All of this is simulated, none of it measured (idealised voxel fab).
A process module follows: voxel tone inversion.
Displayed cross-section: cut, width of 270 nm, square cells sized 5 nm.
Cross-section layout: square cells on a grid; listed as bands, top to bottom; a band spans one or more cell rows. It is stipulated that each band's entry specify, in nanometres, the height of the top of the band and then that of its bottom, followed by the materials of the band in left-to-right sequence, each together with its width in nanometres. A single material marked by the word "full width" is understood to fill the band from edge to edge; the word "empty" is understood to denote empty space. Heights are expressed relative to 0, this being the level below which the as-received wafer comprises one material exclusively. The lowest band is unbounded in the downward direction and is denoted as in "z 0 and below". The expression "30 to 40" gives the width at the extremes of the band, the first number at its top row of cells and the second at its bottom row, with the width changing by equal amounts from each row to the next in between. "nothing got changed" means the step left every cell of the cross-section as it was. In the "Internal closed voids" entry, you get each enclosed empty space of 8 cells or more, one with no open way to the top, written width x height at distance, distance from the left edge, in nm. Step line, after settings: the simulator's comment on this step. "overlay nm" answers the question of how far to the right of plan the mask lay on a step that has a mask, and when it is negative the answer is to the left. Everything after this point is organized in pairs: a cross-section before one process step, a cross-section after it that shows only as deep as the lowest changed band, and, under the pair, the intervening step with its settings. Because different runs of this module on the same starting wafer can supply different pairs, a pair continues from the pair above it only if its entry headed "Pre-processing view" says so.
-- Pre-processing view
* z 0 and below: Si full width
* Internal closed voids: none
-- Post-Step Cross-Section
* z 5 to 0: SiCN full width
* Rest of section, below 0: as before.
* Internal closed voids: none
So what happened between those two cross-sections up there? CONFORMAL_DEP,material SiCN,thk nm 5
Pre-processing view: after-state, pair directly above.
-- Post-Step Cross-Section
* z 30 to 5: aC full width
* Rest of section, below 5: as before.
* Internal closed voids: none
So what happened between those two cross-sections up there? DIRECTIONAL_DEP,material aC,thk nm 25
Pre-processing view: after-state, pair directly above.
-- Post-Step Cross-Section
* z 65 to 30: empty=100, then resist=25, then empty=20, then resist=25, then empty=100
* Rest of section, below 30: as before.
* Internal closed voids: none
So what happened between those two cross-sections up there? PATTERN,tone cover,mask id POSTS,material resist,width nm 25,pitch nm 45,thk nm 35,overlay nm 0
Pre-processing view: after-state, pair directly above.
-- Post-Step Cross-Section
* z 40 to 30: empty=100, then resist=25, then empty=20, then resist=25, then empty=100
* z 30 to 5: empty=100, then aC=25, then empty=20, then aC=25, then empty=100
* Rest of section, below 5: as before.
* Internal closed voids: none
So what happened between those two cross-sections up there? DIRECTIONAL_ETCH,etch materials aC,depth nm 25
Pre-processing view: after-state, pair directly above.
-- Post-Step Cross-Section
* z 30 to 5: empty=100, then aC=25, then empty=20, then aC=25, then empty=100
* Rest of section, below 5: as before.
* Internal closed voids: none
So what happened between those two cross-sections up there? STRIP,etch materials resist
Pre-processing view: after-state, pair directly above.
-- Post-Step Cross-Section
* z 35 to 30: lowk full width
* z 30 to 5: lowk=100, then aC=25, then lowk=20, then aC=25, then lowk=100
* Rest of section, below 5: as before.
* Internal closed voids: none
So what happened between those two cross-sections up there? FILL_DEP,material lowk,thk nm 5
Pre-processing view: after-state, pair directly above.
-- Post-Step Cross-Section
* z 30 to 5: lowk=100, then aC=25, then lowk=20, then aC=25, then lowk=100
* Rest of section, below 5: as before.
* Internal closed voids: none
So what happened between those two cross-sections up there? CMP,height nm 30
Pre-processing view: after-state, pair directly above.
-- Post-Step Cross-Section
* z 30 to 5: lowk=100, then empty=25, then lowk=20, then empty=25, then lowk=100
* Rest of section, below 5: as before.
* Internal closed voids: none
So what happened between those two cross-sections up there? STRIP,etch materials aC
-- Pre-processing view
* z 0 and below: Si full width
* Internal closed voids: none
-- Post-Step Cross-Section
* z 25 to 0: aC full width
* Rest of section, below 0: as before.
* Internal closed voids: none
So what happened between those two cross-sections up there? DIRECTIONAL_DEP,material aC,thk nm 25
Pre-processing view: after-state, pair directly above.
-- Post-Step Cross-Section
* z 60 to 25: empty=100, then resist=25, then empty=20, then resist=25, then empty=100
* Rest of section, below 25: as before.
* Internal closed voids: none
So what happened between those two cross-sections up there? PATTERN,tone cover,mask id POSTS,material resist,width nm 25,pitch nm 45,thk nm 35,overlay nm 0
Pre-processing view: after-state, pair directly above.
-- Post-Step Cross-Section
* z 35 to 25: empty=100, then resist=25, then empty=20, then resist=25, then empty=100
* z 25 to 0: empty=100, then aC=25, then empty=20, then aC=25, then empty=100
* Rest of section, below 0: as before.
* Internal closed voids: none
So what happened between those two cross-sections up there? DIRECTIONAL_ETCH,etch materials aC,depth nm 25
Pre-processing view: after-state, pair directly above.
-- Post-Step Cross-Section
* z 25 to 0: empty=100, then aC=25, then empty=20, then aC=25, then empty=100
* Rest of section, below 0: as before.
* Internal closed voids: none
So what happened between those two cross-sections up there? STRIP,etch materials resist
Pre-processing view: after-state, pair directly above.
-- Post-Step Cross-Section
* z 30 to 25: lowk full width
* z 25 to 0: lowk=100, then aC=25, then lowk=20, then aC=25, then lowk=100
* Rest of section, below 0: as before.
* Internal closed voids: none
So what happened between those two cross-sections up there? FILL_DEP,material lowk,thk nm 5
-- Pre-processing view
* z 25 to 0: aC full width
* z 0 and below: Si full width
* Internal closed voids: none
-- Post-Step Cross-Section
* z 30 to 25: SiCN full width
* Rest of section, below 25: as before.
* Internal closed voids: none
So what happened between those two cross-sections up there? CONFORMAL_DEP,material SiCN,thk nm 5
Pre-processing view: after-state, pair directly above.
-- Post-Step Cross-Section
* z 65 to 30: empty=100, then resist=25, then empty=20, then resist=25, then empty=100
* Rest of section, below 30: as before.
* Internal closed voids: none
So what happened between those two cross-sections up there? PATTERN,tone cover,mask id POSTS,material resist,width nm 25,pitch nm 45,thk nm 35,overlay nm 0
Pre-processing view: after-state, pair directly above.
-- Post-Step Cross-Section
* z 40 to 30: empty=100, then resist=25, then empty=20, then resist=25, then empty=100
* Rest of section, below 30: as before.
* Internal closed voids: none
So what happened between those two cross-sections up there? DIRECTIONAL_ETCH,etch materials aC,depth nm 25
Pre-processing view: after-state, pair directly above.
-- Post-Step Cross-Section
* z 30 to 25: SiCN full width
* Rest of section, below 25: as before.
* Internal closed voids: none
So what happened between those two cross-sections up there? STRIP,etch materials resist
Pre-processing view: after-state, pair directly above.
-- Post-Step Cross-Section
* z 35 to 30: lowk full width
* Rest of section, below 30: as before.
* Internal closed voids: none
So what happened between those two cross-sections up there? FILL_DEP,material lowk,thk nm 5
Pre-processing view: after-state, pair directly above.
-- Post-Step Cross-Section
* z 30 to 25: SiCN full width
* Rest of section, below 25: as before.
* Internal closed voids: none
So what happened between those two cross-sections up there? CMP,height nm 30
-- Pre-processing view
* z 35 to 30: lowk full width
* z 30 to 5: lowk=100, then aC=25, then lowk=20, then aC=25, then lowk=100
* z 5 to 0: SiCN full width
* z 0 and below: Si full width
* Internal closed voids: none
-- Post-Step Cross-Section
* z 20 to 5: lowk=100, then aC=25, then lowk=20, then aC=25, then lowk=100
* Rest of section, below 5: as before.
* Internal closed voids: none
So what happened between those two cross-sections up there? CMP,height nm 20
Pre-processing view: after-state, pair directly above.
-- Post-Step Cross-Section
* z 20 to 5: lowk=100, then empty=25, then lowk=20, then empty=25, then lowk=100
* Rest of section, below 5: as before.
* Internal closed voids: none
So what happened between those two cross-sections up there? STRIP,etch materials aC
-- Pre-processing view
* z 30 to 5: aC full width
* z 5 to 0: SiCN full width
* z 0 and below: Si full width
* Internal closed voids: none
-- Post-Step Cross-Section
* z 65 to 30: empty=105, then resist=15, then empty=30, then resist=15, then empty=105
* Rest of section, below 30: as before.
* Internal closed voids: none
So what happened between those two cross-sections up there? PATTERN,tone cover,mask id POSTS,material resist,width nm 15,pitch nm 45,thk nm 35,overlay nm 0
Pre-processing view: after-state, pair directly above.
-- Post-Step Cross-Section
* z 40 to 30: empty=105, then resist=15, then empty=30, then resist=15, then empty=105
* z 30 to 5: empty=105, then aC=15, then empty=30, then aC=15, then empty=105
* Rest of section, below 5: as before.
* Internal closed voids: none
So what happened between those two cross-sections up there? DIRECTIONAL_ETCH,etch materials aC,depth nm 25
Pre-processing view: after-state, pair directly above.
-- Post-Step Cross-Section
* z 30 to 5: empty=105, then aC=15, then empty=30, then aC=15, then empty=105
* Rest of section, below 5: as before.
* Internal closed voids: none
So what happened between those two cross-sections up there? STRIP,etch materials resist
Pre-processing view: after-state, pair directly above.
-- Post-Step Cross-Section
* z 35 to 30: lowk full width
* z 30 to 5: lowk=105, then aC=15, then lowk=30, then aC=15, then lowk=105
* Rest of section, below 5: as before.
* Internal closed voids: none
So what happened between those two cross-sections up there? FILL_DEP,material lowk,thk nm 5
Pre-processing view: after-state, pair directly above.
-- Post-Step Cross-Section
* z 30 to 5: lowk=105, then aC=15, then lowk=30, then aC=15, then lowk=105
* Rest of section, below 5: as before.
* Internal closed voids: none
So what happened between those two cross-sections up there? CMP,height nm 30
Pre-processing view: after-state, pair directly above.
-- Post-Step Cross-Section
* z 30 to 5: lowk=105, then empty=15, then lowk=30, then empty=15, then lowk=105
* Rest of section, below 5: as before.
* Internal closed voids: none
So what happened between those two cross-sections up there? STRIP,etch materials aC
-- Pre-processing view
* z 30 to 5: aC full width
* z 5 to 0: SiCN full width
* z 0 and below: Si full width
* Internal closed voids: none
-- Post-Step Cross-Section
* z 65 to 30: empty=95, then resist=25, then empty=20, then resist=25, then empty=105
* Rest of section, below 30: as before.
* Internal closed voids: none
So what happened between those two cross-sections up there? PATTERN,tone cover,mask id POSTS,material resist,width nm 25,pitch nm 45,thk nm 35,overlay nm -5
Pre-processing view: after-state, pair directly above.
-- Post-Step Cross-Section
* z 40 to 30: empty=95, then resist=25, then empty=20, then resist=25, then empty=105
* z 30 to 5: empty=95, then aC=25, then empty=20, then aC=25, then empty=105
* Rest of section, below 5: as before.
* Internal closed voids: none
So what happened between those two cross-sections up there? DIRECTIONAL_ETCH,etch materials aC,depth nm 25
Pre-processing view: after-state, pair directly above.
-- Post-Step Cross-Section
* z 30 to 5: empty=95, then aC=25, then empty=20, then aC=25, then empty=105
* Rest of section, below 5: as before.
* Internal closed voids: none
So what happened between those two cross-sections up there? STRIP,etch materials resist
Pre-processing view: after-state, pair directly above.
-- Post-Step Cross-Section
* z 35 to 30: lowk full width
* z 30 to 5: lowk=95, then aC=25, then lowk=20, then aC=25, then lowk=105
* Rest of section, below 5: as before.
* Internal closed voids: none
So what happened between those two cross-sections up there? FILL_DEP,material lowk,thk nm 5
Pre-processing view: after-state, pair directly above.
-- Post-Step Cross-Section
* z 30 to 5: lowk=95, then aC=25, then lowk=20, then aC=25, then lowk=105
* Rest of section, below 5: as before.
* Internal closed voids: none
So what happened between those two cross-sections up there? CMP,height nm 30
Pre-processing view: after-state, pair directly above.
-- Post-Step Cross-Section
* z 30 to 5: lowk=95, then empty=25, then lowk=20, then empty=25, then lowk=105
* Rest of section, below 5: as before.
* Internal closed voids: none
So what happened between those two cross-sections up there? STRIP,etch materials aC
-- Pre-processing view
* z 5 to 0: SiCN full width
* z 0 and below: Si full width
* Internal closed voids: none
-- Post-Step Cross-Section
* z 30 to 0: SiCN full width
* Rest of section, below 0: as before.
* Internal closed voids: none
So what happened between those two cross-sections up there? DIRECTIONAL_DEP,material SiCN,thk nm 25
Pre-processing view: after-state, pair directly above.
-- Post-Step Cross-Section
* z 65 to 30: empty=100, then resist=25, then empty=20, then resist=25, then empty=100
* Rest of section, below 30: as before.
* Internal closed voids: none
So what happened between those two cross-sections up there? PATTERN,tone cover,mask id POSTS,material resist,width nm 25,pitch nm 45,thk nm 35,overlay nm 0
Pre-processing view: after-state, pair directly above.
-- Post-Step Cross-Section
* z 40 to 30: empty=100, then resist=25, then empty=20, then resist=25, then empty=100
* Rest of section, below 30: as before.
* Internal closed voids: none
So what happened between those two cross-sections up there? DIRECTIONAL_ETCH,etch materials aC,depth nm 25
Pre-processing view: after-state, pair directly above.
-- Post-Step Cross-Section
* z 30 to 0: SiCN full width
* Rest of section, below 0: as before.
* Internal closed voids: none
So what happened between those two cross-sections up there? STRIP,etch materials resist
Pre-processing view: after-state, pair directly above.
-- Post-Step Cross-Section
* z 35 to 30: lowk full width
* Rest of section, below 30: as before.
* Internal closed voids: none
So what happened between those two cross-sections up there? FILL_DEP,material lowk,thk nm 5
Pre-processing view: after-state, pair directly above.
-- Post-Step Cross-Section
* z 30 to 0: SiCN full width
* Rest of section, below 0: as before.
* Internal closed voids: none
So what happened between those two cross-sections up there? CMP,height nm 30
-- Pre-processing view
* z 30 to 5: aC full width
* z 5 to 0: SiCN full width
* z 0 and below: Si full width
* Internal closed voids: none
-- Post-Step Cross-Section
* z 65 to 30: resist=100, then empty=25, then resist=20, then empty=25, then resist=100
* Rest of section, below 30: as before.
* Internal closed voids: none
So what happened between those two cross-sections up there? PATTERN,tone open,mask id POSTS,material resist,width nm 25,pitch nm 45,thk nm 35,overlay nm 0
Pre-processing view: after-state, pair directly above.
-- Post-Step Cross-Section
* z 40 to 30: resist=100, then empty=25, then resist=20, then empty=25, then resist=100
* z 30 to 5: aC=100, then empty=25, then aC=20, then empty=25, then aC=100
* Rest of section, below 5: as before.
* Internal closed voids: none
So what happened between those two cross-sections up there? DIRECTIONAL_ETCH,etch materials aC,depth nm 25
Pre-processing view: after-state, pair directly above.
-- Post-Step Cross-Section
* z 30 to 5: aC=100, then empty=25, then aC=20, then empty=25, then aC=100
* Rest of section, below 5: as before.
* Internal closed voids: none
So what happened between those two cross-sections up there? STRIP,etch materials resist
Pre-processing view: after-state, pair directly above.
-- Post-Step Cross-Section
* z 35 to 30: lowk full width
* z 30 to 5: aC=100, then lowk=25, then aC=20, then lowk=25, then aC=100
* Rest of section, below 5: as before.
* Internal closed voids: none
So what happened between those two cross-sections up there? FILL_DEP,material lowk,thk nm 5
Pre-processing view: after-state, pair directly above.
-- Post-Step Cross-Section
* z 30 to 5: aC=100, then lowk=25, then aC=20, then lowk=25, then aC=100
* Rest of section, below 5: as before.
* Internal closed voids: none
So what happened between those two cross-sections up there? CMP,height nm 30
Pre-processing view: after-state, pair directly above.
-- Post-Step Cross-Section
* z 30 to 5: empty=100, then lowk=25, then empty=20, then lowk=25, then empty=100
* Rest of section, below 5: as before.
* Internal closed voids: none
So what happened between those two cross-sections up there? STRIP,etch materials aC
